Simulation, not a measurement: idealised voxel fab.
A process module follows: voxel ribs on slabs.
In the cross-section labelled cut, the width is 155 nm and each square cell is 5 nm.
Think of the cross-section as a grid of square cells. We describe it in bands, top to bottom, and each band covers one or more rows of those cells. The entry gives the band's vertical extent as a top height and a bottom height in nm, then its horizontal make-up as materials from left to right, each with a width in nm. "empty" stands for empty space; a single material marked "edge to edge" fills the band edge to edge. Heads up on the height convention: 0 is the point under which the incoming wafer is all one material, and the lowest band has no bottom, it just keeps going down, like "0 and below". Width spec "30 to 40" -> top row of cells at first value, bottom row at second value, equal per-row change in between. "same as before" for a step: no cell of the cross-section changed in that step. For the entry "Enclosed void inventory", the listed items are empty spaces with no open way to the top whose size is 8 cells or more; each item follows the pattern width x height at distance, where distance is from the left edge and all three are in nm. Text after the settings on a step's line: the simulator's own remark on that step. "overlay nm", when on a step's line for a step with a mask, measures how far to the right of its planned place the mask lay; a negative measure means to the left.
**Below is the list of planned process steps**
1,RECEIVE [material Si]
2,DIRECTIONAL_DEP [material SiO2] [thk nm 25]
3,DIRECTIONAL_DEP [material SiN] [thk nm 20]
4,PATTERN [tone cover] [mask id RIB] [material resist] [width nm 20] [thk nm 20] [overlay nm -15]
5,DIRECTIONAL_ETCH [etch materials SiN] [depth nm 10]
6,STRIP [etch materials resist]
7,MASKED_ETCH [tone cover] [mask id SLAB] [width nm 60] [etch materials SiN] [depth nm 10] [overlay nm 0]
8,FILL_DEP [material SiO2] [thk nm 25]
9,CMP [height nm 60]
10,DIRECTIONAL_DEP [material TiN] [thk nm 5]
11,MASKED_ETCH [tone cover] [mask id HEATER] [width nm 30] [etch materials TiN] [depth nm 5] [overlay nm 0]
12,CONFORMAL_DEP [material SiO2] [thk nm 5]
What sets these wafers apart? The overlay nm at step 4. They all start alike, and the plan carries the first wafer's value.
**Cross-section of the first incoming wafer of several, state after step 1**
- 0 and below  Si edge to edge
- Enclosed void inventory: none
**Here is how to read the rows: every wafer has a row, and it shows the wafer at the end of the module, giving for each material how many cells were gained (+) or lost (-) since the wafer was received, then listing its closed voids**
overlay nm -15 | +32 SiN | +373 SiO2 | +6 TiN | Enclosed void inventory: none
overlay nm -10 | +32 SiN | +373 SiO2 | +6 TiN | Enclosed void inventory: none
overlay nm -5 | +32 SiN | +373 SiO2 | +6 TiN | Enclosed void inventory: none
overlay nm 0 | +32 SiN | +373 SiO2 | +6 TiN | Enclosed void inventory: none
overlay nm 5 | +32 SiN | +373 SiO2 | +6 TiN | Enclosed void inventory: none
overlay nm 10 | +32 SiN | +373 SiO2 | +6 TiN | Enclosed void inventory: none
overlay nm 15 | +32 SiN | +373 SiO2 | +6 TiN | Enclosed void inventory: none
